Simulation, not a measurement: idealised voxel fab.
The document below concerns the process module designated voxel self aligned vias.
In the cross-section labelled cut, the width is 250 nm and each square cell is 5 nm.
A cross-section in this document is a grid of square cells, and it is written down as bands, the top band listed before the ones below it; a band is made up of one or more rows of cells.
Band: top and bottom heights (nm) first, top before bottom; then materials from left to right, widths in nm. "all across" marks a sole material filling the band edge to edge. "air" denotes empty space.
Counting heights begins at 0, where everything beneath is, in the wafer as received, one material. The lowest band has no bottom; it goes on downwards, as "0 down" shows.
A width such as "30->40" changes by the same amount from each row of cells to the next, from the band's top row to its bottom row.
The cross-section has no changed cell in any step marked "no change occurred".
This entry, "Unvented cavities", enumerates those empty regions of no fewer than 8 cells that possess no open connection to the top. Each region is reported in the form width x height at distance, the distance being taken from the left edge, with all three quantities expressed in nm.
On each step's line, the part that comes after the settings is the simulator's own comment on the step.
"overlay nm" denotes, for a step that has a mask, the displacement of the mask to the right of its planned place, with negative values corresponding to the left.

THE PLANNED PROCESS STEPS ARE ENUMERATED HEREUNDER
| 1 | RECEIVE with material Si |
| 2 | CONFORMAL_DEP with material SiO2, thk nm 10 |
| 3 | CONFORMAL_DEP with material SiCN, thk nm 5 |
| 4 | DIRECTIONAL_DEP with material lowk, thk nm 30 |
| 5 | DIRECTIONAL_DEP with material aC, thk nm 10 |
| 6 | PATTERN with tone open, mask id LINES, material resist, width nm 20, pitch nm 70, thk nm 25, overlay nm 0 |
| 7 | DIRECTIONAL_ETCH with etch materials aC, depth nm 10 |
| 8 | STRIP with etch materials resist |
| 9 | DIRECTIONAL_ETCH with etch materials lowk, depth nm 30 |
| 10 | STRIP with etch materials aC |
| 11 | CONFORMAL_DEP with material TiN, thk nm 5 |
| 12 | FILL_DEP with material Ru, thk nm 10 |
| 13 | CMP with height nm 45 |
| 14 | SELECTIVE_ETCH with etch materials W Ru TiN, depth nm 10 |
| 15 | FILL_DEP with material SiN, thk nm 10 |
| 16 | CMP with height nm 45 |
| 17 | DIRECTIONAL_DEP with material lowk, thk nm 15 |
| 18 | DIRECTIONAL_DEP with material aC, thk nm 10 |
| 19 | PATTERN with tone open, mask id VIAS, material resist, width nm 40, pitch nm 70, thk nm 25, overlay nm 0 |
| 20 | DIRECTIONAL_ETCH with etch materials aC, depth nm 10 |
| 21 | STRIP with etch materials resist |
| 22 | DIRECTIONAL_ETCH with etch materials lowk, depth nm 15 |
| 23 | DIRECTIONAL_ETCH with etch materials SiN, depth nm 10 |
| 24 | STRIP with etch materials aC |
| 25 | CONFORMAL_DEP with material TiN, thk nm 5 |
| 26 | FILL_DEP with material Ru, thk nm 5 |
| 27 | CMP with height nm 60 |
| 28 | CONFORMAL_DEP with material SiCN, thk nm 5 |

CROSS-SECTION OF THE WAFER AT RECEIPT, WHICH IS THE CONDITION AFTER STEP 1
0 down = Si all across
Unvented cavities: none

END-OF-MODULE CROSS-SECTION OF THE FIRST OF TWO WAFERS, PROCESSED AS PLANNED
65 to 60 = SiCN all across
60 to 50 = 70 of lowk; 5 of TiN; 30 of Ru; 5 of TiN; 30 of lowk; 5 of TiN; 30 of Ru; 5 of TiN; 70 of lowk
50 to 40 = 70->80 of lowk; 15->5 of TiN; 10 of Ru; 15->5 of TiN; 30->50 of lowk; 15->5 of TiN; 10 of Ru; 15->5 of TiN; 70->80 of lowk
40 to 35 = 80 of lowk; 20 of TiN; 50 of lowk; 20 of TiN; 80 of lowk
35 to 20 = 80 of lowk; 5 of TiN; 10 of Ru; 5 of TiN; 50 of lowk; 5 of TiN; 10 of Ru; 5 of TiN; 80 of lowk
20 to 15 = 80 of lowk; 20 of TiN; 50 of lowk; 20 of TiN; 80 of lowk
15 to 10 = SiCN all across
10 to 0 = SiO2 all across
0 down = Si all across
Unvented cavities: none

CROSS-SECTIONAL VIEW: SECOND OF TWO WAFERS, END OF MODULE; START AND PLAN IDENTICAL TO THE FIRST, ONE MISTAKE IN RUNNING
65 to 60 = SiCN all across
60 to 50 = 70 of lowk; 5 of TiN; 30 of Ru; 5 of TiN; 30 of lowk; 5 of TiN; 30 of Ru; 5 of TiN; 70 of lowk
50 to 40 = 70->75 of lowk; 10->5 of TiN; 20 of Ru; 10->5 of TiN; 30->40 of lowk; 10->5 of TiN; 20 of Ru; 10->5 of TiN; 70->75 of lowk
40 to 35 = 75 of lowk; 30 of TiN; 40 of lowk; 30 of TiN; 75 of lowk
35 to 20 = 75 of lowk; 5 of TiN; 20 of Ru; 5 of TiN; 40 of lowk; 5 of TiN; 20 of Ru; 5 of TiN; 75 of lowk
20 to 15 = 75 of lowk; 30 of TiN; 40 of lowk; 30 of TiN; 75 of lowk
15 to 10 = SiCN all across
10 to 0 = SiO2 all across
0 down = Si all across
Unvented cavities: none
Plan not followed: step 6 off recipe, ran as PATTERN with tone open, mask id LINES, material resist, width nm 30, pitch nm 70, thk nm 25, overlay nm 0
Cell-count delta at end, second wafer over first, by material: Ru +20, TiN +4, lowk -24
